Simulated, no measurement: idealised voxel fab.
Proc. module: voxel wiring stack
For reference, the cross-section in this document is cut, with width 250 nm and square cells of 5 nm.
Cross-section format: a grid of square cells, given as bands from top to bottom; each band is one or more rows of cells. Per band: top height and bottom height in nm, followed by the left-to-right materials and their widths in nm; "all across" marks a single material spanning edge to edge, "air" marks empty space. Ref level 0: as-received wafer is one material below here. Bottom band extends down with no lower bound ("0 and below"). The two numbers in a width such as "30 to 40" mark its ends across the band: the first belongs to the top row of cells, the second to the bottom row, and from each row to the next the width moves by the same amount. A step reported as "nothing was modified" is a step in which no cell of the cross-section changed. Empty spaces counting at least 8 cells and having no open way to the top are listed in "Enclosed void entries". The notation width x height at distance is used for each, the distance being from the left edge and all three values in nm. Read whatever lies past the settings on a step's line as the simulator's own remark about the step. "overlay nm", when on a step's line for a step with a mask, measures how far to the right of its planned place the mask lay; a negative measure means to the left.
STEPS PLANNED FOR THE PROCESS
1. RECEIVE: material Si
2. CONFORMAL_DEP: material SiO2, thk nm 10
3. CONFORMAL_DEP: material SiCN, thk nm 5
4. DIRECTIONAL_DEP: material SiO2, thk nm 15
5. DIRECTIONAL_DEP: material aC, thk nm 10
6. PATTERN: tone open, mask id METAL_1, material resist, width nm 20, pitch nm 35, thk nm 25, overlay nm 0
7. DIRECTIONAL_ETCH: etch materials aC, depth nm 10
8. STRIP: etch materials resist
9. DIRECTIONAL_ETCH: etch materials SiO2, depth nm 15
10. DIRECTIONAL_ETCH: etch materials SiCN, depth nm 5
11. STRIP: etch materials aC
12. CONFORMAL_DEP: material TiN, thk nm 5
13. FILL_DEP: material Cu, thk nm 10
14. CMP: height nm 30
15. EPI: material Ru, thk nm 5
16. FILL_DEP: material SiCN, thk nm 5
17. DIRECTIONAL_DEP: material SiO2, thk nm 15
18. DIRECTIONAL_DEP: material aC, thk nm 10
19. PATTERN: tone open, mask id PLUG_1, material resist, width nm 15, pitch nm 70, thk nm 25, overlay nm 0
20. DIRECTIONAL_ETCH: etch materials aC, depth nm 10
21. STRIP: etch materials resist
22. DIRECTIONAL_ETCH: etch materials SiO2, depth nm 15
23. DIRECTIONAL_ETCH: etch materials SiCN, depth nm 5
24. STRIP: etch materials aC
25. CONFORMAL_DEP: material TiN, thk nm 5
26. FILL_DEP: material W, thk nm 5
27. CMP: height nm 55
28. DIRECTIONAL_DEP: material TiN, thk nm 5
29. DIRECTIONAL_DEP: material W, thk nm 25
30. MASKED_ETCH: tone cover, mask id METAL_2, width nm 20, pitch nm 35, etch materials W, depth nm 25, overlay nm 0
31. MASKED_ETCH: tone cover, mask id METAL_2, width nm 20, pitch nm 35, etch materials TiN, depth nm 5, overlay nm 0
32. CONFORMAL_DEP: material SiN, thk nm 5
33. FILL_DEP: material SiO2, thk nm 5
34. CMP: height nm 85
35. CONFORMAL_DEP: material SiCN, thk nm 5
36. DIRECTIONAL_DEP: material lowk, thk nm 25
37. DIRECTIONAL_DEP: material aC, thk nm 10
38. PATTERN: tone open, mask id METAL_3, material resist, width nm 20, pitch nm 35, thk nm 25, overlay nm 0
39. DIRECTIONAL_ETCH: etch materials aC, depth nm 10
40. STRIP: etch materials resist
41. DIRECTIONAL_ETCH: etch materials lowk, depth nm 15
42. STRIP: etch materials aC
43. PATTERN: tone open, mask id METAL_3_HOLES, material resist, width nm 15, pitch nm 35, thk nm 20, overlay nm 0
44. DIRECTIONAL_ETCH: etch materials lowk, depth nm 10
45. DIRECTIONAL_ETCH: etch materials SiCN, depth nm 5
46. STRIP: etch materials resist
47. CONFORMAL_DEP: material TiN, thk nm 5
48. FILL_DEP: material Cu, thk nm 10
49. CMP: height nm 115
50. CONFORMAL_DEP: material SiN, thk nm 5
STEP 1 COMPLETE: CROSS-SECTION OF THE WAFER AS RECEIVED
0 and below = Si all across
Enclosed void entries: none
LOOKING AT THE FIRST OF TWO WAFERS IN CROSS-SECTION AT END OF MODULE - RAN TO PLAN
120 down to 115 = SiN all across
115 down to 105 = 80 lowk, then 5 TiN, then 10 Cu, then 5 TiN, then 15 lowk, then 5 TiN, then 10 Cu, then 5 TiN, then 15 lowk, then 5 TiN, then 10 Cu, then 5 TiN, then 80 lowk
105 down to 100 = 80 lowk, then 5 TiN, then 5 Cu, then 10 TiN, then 15 lowk, then 5 TiN, then 5 Cu, then 10 TiN, then 15 lowk, then 5 TiN, then 5 Cu, then 10 TiN, then 80 lowk
100 down to 90 = 80 lowk, then 5 TiN, then 5 Cu, then 5 TiN, then 20 lowk, then 5 TiN, then 5 Cu, then 5 TiN, then 20 lowk, then 5 TiN, then 5 Cu, then 5 TiN, then 85 lowk
90 down to 85 = 80 SiCN, then 15 TiN, then 20 SiCN, then 15 TiN, then 20 SiCN, then 15 TiN, then 85 SiCN
85 down to 60 = 75 SiO2, then 5 SiN, then 20 W, then 5 SiN, then 5 SiO2, then 5 SiN, then 20 W, then 5 SiN, then 5 SiO2, then 5 SiN, then 20 W, then 5 SiN, then 75 SiO2
60 down to 55 = 80 SiN, then 20 TiN, then 15 SiN, then 20 TiN, then 15 SiN, then 20 TiN, then 80 SiN
55 down to 40 = 80 SiO2, then 5 TiN, then 5 W, then 5 TiN, then 55 SiO2, then 5 TiN, then 5 W, then 5 TiN, then 85 SiO2
40 down to 35 = 80 SiCN, then 15 TiN, then 55 SiCN, then 15 TiN, then 85 SiCN
35 down to 30 = 75 SiCN, then 30 Ru, then 5 SiCN, then 30 Ru, then 5 SiCN, then 30 Ru, then 75 SiCN
30 down to 15 = 80 SiO2, then 5 TiN, then 10 Cu, then 5 TiN, then 15 SiO2, then 5 TiN, then 10 Cu, then 5 TiN, then 15 SiO2, then 5 TiN, then 10 Cu, then 5 TiN, then 80 SiO2
15 down to 10 = 80 SiCN, then 20 TiN, then 15 SiCN, then 20 TiN, then 15 SiCN, then 20 TiN, then 80 SiCN
10 down to 0 = SiO2 all across
0 and below = Si all across
Enclosed void entries: none
CROSS-SECTION, WAFER TWO OF TWO, END OF MODULE: SAME START AND PLAN AS WAFER ONE, ONE ERROR IN EXECUTION
120 down to 115 = SiN all across
115 down to 110 = 80 lowk, then 5 TiN, then 5 Cu, then 10 TiN, then 15 lowk, then 5 TiN, then 5 Cu, then 10 TiN, then 15 lowk, then 5 TiN, then 5 Cu, then 10 TiN, then 80 lowk
110 down to 100 = 80 lowk, then 5 TiN, then 5 Cu, then 5 TiN, then 20 lowk, then 5 TiN, then 5 Cu, then 5 TiN, then 20 lowk, then 5 TiN, then 5 Cu, then 5 TiN, then 85 lowk
100 down to 95 = 80 SiCN, then 15 TiN, then 20 SiCN, then 15 TiN, then 20 SiCN, then 15 TiN, then 85 SiCN
95 down to 85 = SiCN all across
85 down to 60 = 75 SiO2, then 5 SiN, then 20 W, then 5 SiN, then 5 SiO2, then 5 SiN, then 20 W, then 5 SiN, then 5 SiO2, then 5 SiN, then 20 W, then 5 SiN, then 75 SiO2
60 down to 55 = 80 SiN, then 20 TiN, then 15 SiN, then 20 TiN, then 15 SiN, then 20 TiN, then 80 SiN
55 down to 40 = 80 SiO2, then 5 TiN, then 5 W, then 5 TiN, then 55 SiO2, then 5 TiN, then 5 W, then 5 TiN, then 85 SiO2
40 down to 35 = 80 SiCN, then 15 TiN, then 55 SiCN, then 15 TiN, then 85 SiCN
35 down to 30 = 75 SiCN, then 30 Ru, then 5 SiCN, then 30 Ru, then 5 SiCN, then 30 Ru, then 75 SiCN
30 down to 15 = 80 SiO2, then 5 TiN, then 10 Cu, then 5 TiN, then 15 SiO2, then 5 TiN, then 10 Cu, then 5 TiN, then 15 SiO2, then 5 TiN, then 10 Cu, then 5 TiN, then 80 SiO2
15 down to 10 = 80 SiCN, then 20 TiN, then 15 SiCN, then 20 TiN, then 15 SiCN, then 20 TiN, then 80 SiCN
10 down to 0 = SiO2 all across
0 and below = Si all across
Enclosed void entries: none
Short version of what went wrong: the process deviated at step 35: the operation and settings actually run there were CONFORMAL_DEP: material SiCN, thk nm 15
Looking at both finished wafers in cells, the second ends up ahead of or behind the first on some materials: -12 Cu; +100 SiCN; -12 TiN; -76 lowk
